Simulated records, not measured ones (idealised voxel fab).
You're looking at the process module voxel wiring stack.
Section shown: cut. Width: 255 nm. Cell size: 5 nm, square.
When this document writes out a cross-section, it uses a grid of square cells and lists it as bands, beginning at the top and moving down, with a band standing for one or more rows of cells.
Band: top and bottom heights (nm) first, top before bottom; then materials from left to right, widths in nm. "throughout" marks a sole material filling the band edge to edge. "empty" denotes empty space.
Heights from 0 (as-received wafer is one material below). Bottom band endless downward, as "0 nm and below".
With a width like "30..40", each row of cells in the band differs from the next by the same amount, the top row carrying the first number and the bottom row the second.
Step note "stayed the same" = no cross-section cell changed.
"Closed-off voids" lists enclosed empty spaces (at least 8 cells, no open path upward to the top), each as width x height at distance from the left edge, in nm.
Formally, on a step line, whatever follows the settings is a remark that the simulator itself makes on the step.
"overlay nm", when on a step's line for a step with a mask, measures how far to the right of its planned place the mask lay; a negative measure means to the left.
These are the steps we planned for the process:
- 1: RECEIVE: material Si
- 2: CONFORMAL_DEP: material SiO2, thk nm 15
- 3: CONFORMAL_DEP: material SiN, thk nm 5
- 4: DIRECTIONAL_DEP: material lowk, thk nm 25
- 5: MASKED_ETCH: tone open, mask id METAL_1, width nm 30, pitch nm 50, etch materials lowk, depth nm 25, overlay nm 0
- 6: MASKED_ETCH: tone open, mask id METAL_1, width nm 30, pitch nm 50, etch materials SiN, depth nm 5, overlay nm 0
- 7: CONFORMAL_DEP: material TiN, thk nm 5
- 8: FILL_DEP: material Cu, thk nm 10
- 9: CMP: height nm 45
- 10: CONFORMAL_DEP: material SiCN, thk nm 5
- 11: DIRECTIONAL_DEP: material SiO2, thk nm 25
- 12: MASKED_ETCH: tone open, mask id METAL_2_HOLES, width nm 15, pitch nm 50, etch materials SiO2, depth nm 25, overlay nm 0
- 13: MASKED_ETCH: tone open, mask id METAL_2, width nm 30, pitch nm 50, etch materials SiO2, depth nm 15, overlay nm 0
- 14: MASKED_ETCH: tone open, mask id METAL_2, width nm 30, pitch nm 50, etch materials SiCN, depth nm 5, overlay nm 0
- 15: CONFORMAL_DEP: material TiN, thk nm 5
- 16: FILL_DEP: material Cu, thk nm 10
- 17: CMP: height nm 75
- 18: CONFORMAL_DEP: material SiCN, thk nm 5
- 19: DIRECTIONAL_DEP: material lowk, thk nm 30
- 20: MASKED_ETCH: tone open, mask id METAL_3, width nm 30, pitch nm 50, etch materials lowk, depth nm 15, overlay nm 0
- 21: MASKED_ETCH: tone open, mask id METAL_3_HOLES, width nm 15, pitch nm 50, etch materials lowk, depth nm 15, overlay nm 0
- 22: MASKED_ETCH: tone open, mask id METAL_3_HOLES, width nm 15, pitch nm 50, etch materials SiCN, depth nm 5, overlay nm 0
- 23: CONFORMAL_DEP: material TiN, thk nm 5
- 24: FILL_DEP: material Cu, thk nm 5
- 25: CMP: height nm 110
- 26: CONFORMAL_DEP: material SiN, thk nm 5
Variable across wafers: step 21 width nm (plan value is that of the first wafer; starting state common to all).
Cross-section, first of several wafers, as delivered after step 1:
  0 nm and below: Si throughout
  Closed-off voids: none
First wafer of several, cross-section, module end, after step 26 (last):
  115 nm to 110 nm: SiN throughout
  110 nm to 100 nm: lowk 35; TiN 5; Cu 20; TiN 5; lowk 20; TiN 5; Cu 20; TiN 5; lowk 20; TiN 5; Cu 20; TiN 5; lowk 20; TiN 5; Cu 20; TiN 5; lowk 40
  100 nm to 95 nm: lowk 35; TiN 5; Cu 5; TiN 20; lowk 20; TiN 5; Cu 5; TiN 20; lowk 20; TiN 5; Cu 5; TiN 20; lowk 20; TiN 5; Cu 5; TiN 20; lowk 40
  95 nm to 80 nm: lowk 35; TiN 5; Cu 5; TiN 5; lowk 35; TiN 5; Cu 5; TiN 5; lowk 35; TiN 5; Cu 5; TiN 5; lowk 35; TiN 5; Cu 5; TiN 5; lowk 55
  80 nm to 75 nm: SiCN 35; TiN 15; SiCN 35; TiN 15; SiCN 35; TiN 15; SiCN 35; TiN 15; SiCN 55
  75 nm to 65 nm: SiO2 35; TiN 5; Cu 20; TiN 5; SiO2 20; TiN 5; Cu 20; TiN 5; SiO2 20; TiN 5; Cu 20; TiN 5; SiO2 20; TiN 5; Cu 20; TiN 5; SiO2 40
  65 nm to 60 nm: SiO2 35; TiN 5; Cu 5; TiN 20; SiO2 20; TiN 5; Cu 5; TiN 20; SiO2 20; TiN 5; Cu 5; TiN 20; SiO2 20; TiN 5; Cu 5; TiN 20; SiO2 40
  60 nm to 50 nm: SiO2 35; TiN 5; Cu 5; TiN 5; SiO2 35; TiN 5; Cu 5; TiN 5; SiO2 35; TiN 5; Cu 5; TiN 5; SiO2 35; TiN 5; Cu 5; TiN 5; SiO2 55
  50 nm to 45 nm: SiCN 35; TiN 15; SiCN 35; TiN 15; SiCN 35; TiN 15; SiCN 35; TiN 15; SiCN 55
  45 nm to 20 nm: lowk 35; TiN 5; Cu 20; TiN 5; lowk 20; TiN 5; Cu 20; TiN 5; lowk 20; TiN 5; Cu 20; TiN 5; lowk 20; TiN 5; Cu 20; TiN 5; lowk 40
  20 nm to 15 nm: SiN 35; TiN 30; SiN 20; TiN 30; SiN 20; TiN 30; SiN 20; TiN 30; SiN 40
  15 nm to 0 nm: SiO2 throughout
  0 nm and below: Si throughout
  Closed-off voids: none
Cross-sectional view, end of module, last wafer of several:
  115 nm to 110 nm: SiN throughout
  110 nm to 100 nm: lowk 30; TiN 5; Cu 25; TiN 5; lowk 15; TiN 5; Cu 25; TiN 5; lowk 15; TiN 5; Cu 25; TiN 5; lowk 15; TiN 5; Cu 25; TiN 5; lowk 40
  100 nm to 95 nm: lowk 30; TiN 10; Cu 15; TiN 10; lowk 15; TiN 10; Cu 15; TiN 10; lowk 15; TiN 10; Cu 15; TiN 10; lowk 15; TiN 10; Cu 15; TiN 10; lowk 40
  95 nm to 85 nm: lowk 35; TiN 5; Cu 15; TiN 5; lowk 25; TiN 5; Cu 15; TiN 5; lowk 25; TiN 5; Cu 15; TiN 5; lowk 25; TiN 5; Cu 15; TiN 5; lowk 45
  85 nm to 80 nm: lowk 35; TiN 5; Cu 5; TiN 15; lowk 25; TiN 5; Cu 5; TiN 15; lowk 25; TiN 5; Cu 5; TiN 15; lowk 25; TiN 5; Cu 5; TiN 15; lowk 45
  80 nm to 75 nm: SiCN 35; TiN 15; SiCN 35; TiN 15; SiCN 35; TiN 15; SiCN 35; TiN 15; SiCN 55
  75 nm to 65 nm: SiO2 35; TiN 5; Cu 20; TiN 5; SiO2 20; TiN 5; Cu 20; TiN 5; SiO2 20; TiN 5; Cu 20; TiN 5; SiO2 20; TiN 5; Cu 20; TiN 5; SiO2 40
  65 nm to 60 nm: SiO2 35; TiN 5; Cu 5; TiN 20; SiO2 20; TiN 5; Cu 5; TiN 20; SiO2 20; TiN 5; Cu 5; TiN 20; SiO2 20; TiN 5; Cu 5; TiN 20; SiO2 40
  60 nm to 50 nm: SiO2 35; TiN 5; Cu 5; TiN 5; SiO2 35; TiN 5; Cu 5; TiN 5; SiO2 35; TiN 5; Cu 5; TiN 5; SiO2 35; TiN 5; Cu 5; TiN 5; SiO2 55
  50 nm to 45 nm: SiCN 35; TiN 15; SiCN 35; TiN 15; SiCN 35; TiN 15; SiCN 35; TiN 15; SiCN 55
  45 nm to 20 nm: lowk 35; TiN 5; Cu 20; TiN 5; lowk 20; TiN 5; Cu 20; TiN 5; lowk 20; TiN 5; Cu 20; TiN 5; lowk 20; TiN 5; Cu 20; TiN 5; lowk 40
  20 nm to 15 nm: SiN 35; TiN 30; SiN 20; TiN 30; SiN 20; TiN 30; SiN 20; TiN 30; SiN 40
  15 nm to 0 nm: SiO2 throughout
  0 nm and below: Si throughout
  Closed-off voids: none
Each wafer at the end: cells of each material gained (+) or lost (-) since it was received, then its closed voids:
width nm 15, +172 Cu, +78 SiCN, +78 SiN, +312 SiO2, +200 TiN, +333 lowk, Closed-off voids: none
width nm 20, +184 Cu, +78 SiCN, +78 SiN, +312 SiO2, +200 TiN, +321 lowk, Closed-off voids: none
width nm 25, +192 Cu, +78 SiCN, +78 SiN, +312 SiO2, +204 TiN, +309 lowk, Closed-off voids: none
width nm 30, +204 Cu, +78 SiCN, +78 SiN, +312 SiO2, +204 TiN, +297 lowk, Closed-off voids: none
